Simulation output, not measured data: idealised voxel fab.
The name of this process module is voxel transistor to metal.
In the cross-section labelled cut, the width is 295 nm and each square cell is 5 nm.
In what follows, cross-sections appear as grids of square cells, described through bands that run from the top down, where every band is one or more rows of cells.
It is stipulated that each band's entry specify, in nanometres, the height of the top of the band and then that of its bottom, followed by the materials of the band in left-to-right sequence, each together with its width in nanometres. A single material marked by the word "throughout" is understood to fill the band from edge to edge; the word "air" is understood to denote empty space.
Heights are expressed relative to 0, this being the level below which the as-received wafer comprises one material exclusively. The lowest band is unbounded in the downward direction and is denoted as in "0 and below".
Quick explanation for "30..40": the width changes in equal steps down the rows of cells, from the first number in the band's top row to the second number in its bottom row.
"no modifications" for a step: no cell of the cross-section changed in that step.
You'll see "Trapped voids" listing empty spaces that have no way open to the top, as long as they're 8 cells or more; the notation is width x height at distance, where the distance is from the left edge, and all of it is in nm.
On a step's line, text after the settings is the simulator commenting on that step.
The optional step-line setting "overlay nm" applies to steps with a mask and quantifies how far to the right of its planned location the mask lay, a negative value indicating leftward placement.
Here's what the planned process steps look like:
| 1 | RECEIVE [material Si] |
| 2 | OXIDIZE [depth nm 5] |
| 3 | CONFORMAL_DEP [material SiN] [thk nm 10] |
| 4 | PATTERN [tone cover] [mask id ACTIVE] [material resist] [width nm 110] [pitch nm 130] [thk nm 15] [overlay nm 0] |
| 5 | DIRECTIONAL_ETCH [etch materials SiN] [depth nm 10] |
| 6 | DIRECTIONAL_ETCH [etch materials SiO2] [depth nm 5] |
| 7 | DIRECTIONAL_ETCH [etch materials Si] [depth nm 35] |
| 8 | STRIP [etch materials resist] |
| 9 | FILL_DEP [material SiO2] [thk nm 5] |
| 10 | CMP [height nm 10] |
| 11 | SELECTIVE_ETCH [etch materials SiO2] [depth nm 10] |
| 12 | STRIP [etch materials SiN] |
| 13 | SELECTIVE_ETCH [etch materials SiO2] [depth nm 5] |
| 14 | OXIDIZE [depth nm 5] |
| 15 | DIRECTIONAL_DEP [material polySi] [thk nm 25] |
| 16 | DIRECTIONAL_DEP [material SiCN] [thk nm 10] |
| 17 | MASKED_ETCH [tone cover] [mask id GATE] [width nm 30] [pitch nm 130] [etch materials SiCN] [depth nm 20] [overlay nm 0] |
| 18 | MASKED_ETCH [tone cover] [mask id GATE] [width nm 30] [pitch nm 130] [etch materials polySi] [depth nm 35] [overlay nm 0] |
| 19 | CONFORMAL_DEP [material SiN] [thk nm 5] |
| 20 | DIRECTIONAL_ETCH [etch materials SiN] [depth nm 5] |
| 21 | DIRECTIONAL_ETCH [etch materials SiO2] [depth nm 5] |
| 22 | DIRECTIONAL_ETCH [etch materials Si] [depth nm 15] |
| 23 | EPI [material nSi] [thk nm 15] |
| 24 | FILL_DEP [material SiO2] [thk nm 10] |
| 25 | CMP [height nm 20] |
| 26 | STRIP [etch materials polySi] |
| 27 | SELECTIVE_ETCH [etch materials SiO2] [depth nm 5] |
| 28 | CONFORMAL_DEP [material HfO2] [thk nm 5] |
| 29 | CONFORMAL_DEP [material TiN] [thk nm 5] |
| 30 | FILL_DEP [material W] [thk nm 5] |
| 31 | CMP [height nm 15] |
| 32 | DIRECTIONAL_DEP [material SiO2] [thk nm 15] |
| 33 | PATTERN [tone open] [mask id CONTACT] [material resist] [width nm 15] [thk nm 20] [overlay nm 0] |
| 34 | DIRECTIONAL_ETCH [etch materials SiO2] [depth nm 40] |
| 35 | STRIP [etch materials resist] |
| 36 | CONFORMAL_DEP [material TiN] [thk nm 5] |
| 37 | FILL_DEP [material Ru] [thk nm 10] |
| 38 | CMP [height nm 30] |
| 39 | DIRECTIONAL_DEP [material TiN] [thk nm 5] |
| 40 | DIRECTIONAL_DEP [material W] [thk nm 15] |
| 41 | PATTERN [tone cover] [mask id METAL_1] [material resist] [width nm 15] [thk nm 20] [overlay nm 0] |
| 42 | DIRECTIONAL_ETCH [etch materials W] [depth nm 15] |
| 43 | DIRECTIONAL_ETCH [etch materials TiN] [depth nm 5] |
| 44 | STRIP [etch materials resist] |
| 45 | CONFORMAL_DEP [material SiCN] [thk nm 5] |
| 46 | FILL_DEP [material lowk] [thk nm 10] |
| 47 | CMP [height nm 50] |
| 48 | CONFORMAL_DEP [material SiCN] [thk nm 5] |
Cross-section: wafer on arrival = after step 1:
0 and below  Si throughout
Trapped voids: none
Cross-section: first of two wafers, module finished, run according to plan:
55 down to 50  SiCN throughout
50 down to 35  lowk 30, SiCN 5, W 15, SiCN 5, lowk 50, SiCN 5, W 15, SiCN 5, lowk 30, SiCN 5, W 15, SiCN 5, lowk 50, SiCN 5, W 15, SiCN 5, lowk 35
35 down to 30  SiCN 35, TiN 15, SiCN 60, TiN 15, SiCN 40, TiN 15, SiCN 60, TiN 15, SiCN 40
30 down to 15  SiO2 35, TiN 5, Ru 5, TiN 5, SiO2 60, TiN 5, Ru 5, TiN 5, SiO2 40, TiN 5, Ru 5, TiN 5, SiO2 60, TiN 5, Ru 5, TiN 5, SiO2 40
15 down to 10  SiO2 35, TiN 5, Ru 5, TiN 5, SiO2 10, SiN 5, HfO2 5, TiN 5, W 10, TiN 5, HfO2 5, SiN 5, SiO2 10, TiN 5, Ru 5, TiN 5, SiO2 40, TiN 5, Ru 5, TiN 5, SiO2 10, SiN 5, HfO2 5, TiN 5, W 10, TiN 5, HfO2 5, SiN 5, SiO2 10, TiN 5, Ru 5, TiN 5, SiO2 40
10 down to 5  SiO2 35, TiN 15, SiO2 10, SiN 5, HfO2 5, TiN 5, W 10, TiN 5, HfO2 5, SiN 5, SiO2 10, TiN 15, SiO2 40, TiN 15, SiO2 10, SiN 5, HfO2 5, TiN 5, W 10, TiN 5, HfO2 5, SiN 5, SiO2 10, TiN 15, SiO2 40
5 down to 0  SiO2 35, TiN 10, nSi 15, SiN 5, HfO2 5, TiN 5, W 10, TiN 5, HfO2 5, SiN 5, nSi 15, TiN 10, SiO2 40, TiN 10, nSi 15, SiN 5, HfO2 5, TiN 5, W 10, TiN 5, HfO2 5, SiN 5, nSi 15, TiN 10, SiO2 40
0 down to -5  SiO2 35, TiN 10, nSi 15, SiN 5, HfO2 5, TiN 20, HfO2 5, SiN 5, nSi 15, TiN 10, SiO2 40, TiN 10, nSi 15, SiN 5, HfO2 5, TiN 20, HfO2 5, SiN 5, nSi 15, TiN 10, SiO2 40
-5 down to -10  SiO2 35, TiN 10, nSi 15, HfO2 40, nSi 15, TiN 10, SiO2 40, TiN 10, nSi 15, HfO2 40, nSi 15, TiN 10, SiO2 40
-10 down to -25  SiO2 25, nSi 35, Si 40, nSi 35, SiO2 20, nSi 35, Si 40, nSi 35, SiO2 30
-25 down to -40  SiO2 25, Si 110, SiO2 20, Si 110, SiO2 30
-40 and below  Si throughout
Trapped voids: none
Cross-section, wafer two of two, end of module: same start and plan as wafer one, one error in execution:
55 down to 50  SiCN throughout
50 down to 35  lowk 30, SiCN 5, W 15, SiCN 5, lowk 50, SiCN 5, W 15, SiCN 5, lowk 30, SiCN 5, W 15, SiCN 5, lowk 50, SiCN 5, W 15, SiCN 5, lowk 35
35 down to 30  SiCN 35, TiN 15, SiCN 60, TiN 15, SiCN 40, TiN 15, SiCN 60, TiN 15, SiCN 40
30 down to 15  SiO2 35, TiN 5, Ru 5, TiN 5, SiO2 60, TiN 5, Ru 5, TiN 5, SiO2 40, TiN 5, Ru 5, TiN 5, SiO2 60, TiN 5, Ru 5, TiN 5, SiO2 40
15 down to 0  SiO2 35, TiN 5, Ru 5, TiN 5, SiO2 10, SiN 5, HfO2 5, TiN 5, W 10, TiN 5, HfO2 5, SiN 5, SiO2 10, TiN 5, Ru 5, TiN 5, SiO2 40, TiN 5, Ru 5, TiN 5, SiO2 10, SiN 5, HfO2 5, TiN 5, W 10, TiN 5, HfO2 5, SiN 5, SiO2 10, TiN 5, Ru 5, TiN 5, SiO2 40
0 down to -5  SiO2 35, TiN 5, Ru 5, TiN 5, SiO2 10, SiN 5, HfO2 5, TiN 20, HfO2 5, SiN 5, SiO2 10, TiN 5, Ru 5, TiN 5, SiO2 40, TiN 5, Ru 5, TiN 5, SiO2 10, SiN 5, HfO2 5, TiN 20, HfO2 5, SiN 5, SiO2 10, TiN 5, Ru 5, TiN 5, SiO2 40
-5 down to -10  SiO2 35, TiN 15, SiO2 10, HfO2 40, SiO2 10, TiN 15, SiO2 40, TiN 15, SiO2 10, HfO2 40, SiO2 10, TiN 15, SiO2 40
-10 down to -15  SiO2 throughout
-15 down to -40  SiO2 25, Si 110, SiO2 20, Si 110, SiO2 30
-40 and below  Si throughout
Trapped voids: none
Want to know what went wrong? step 14 did not use the planned setting and instead ran as OXIDIZE [depth nm 10]
Wafer comparison, final, in cells, second relative to first, materials more or fewer: Ru +12; Si +40; SiO2 +68; nSi -120
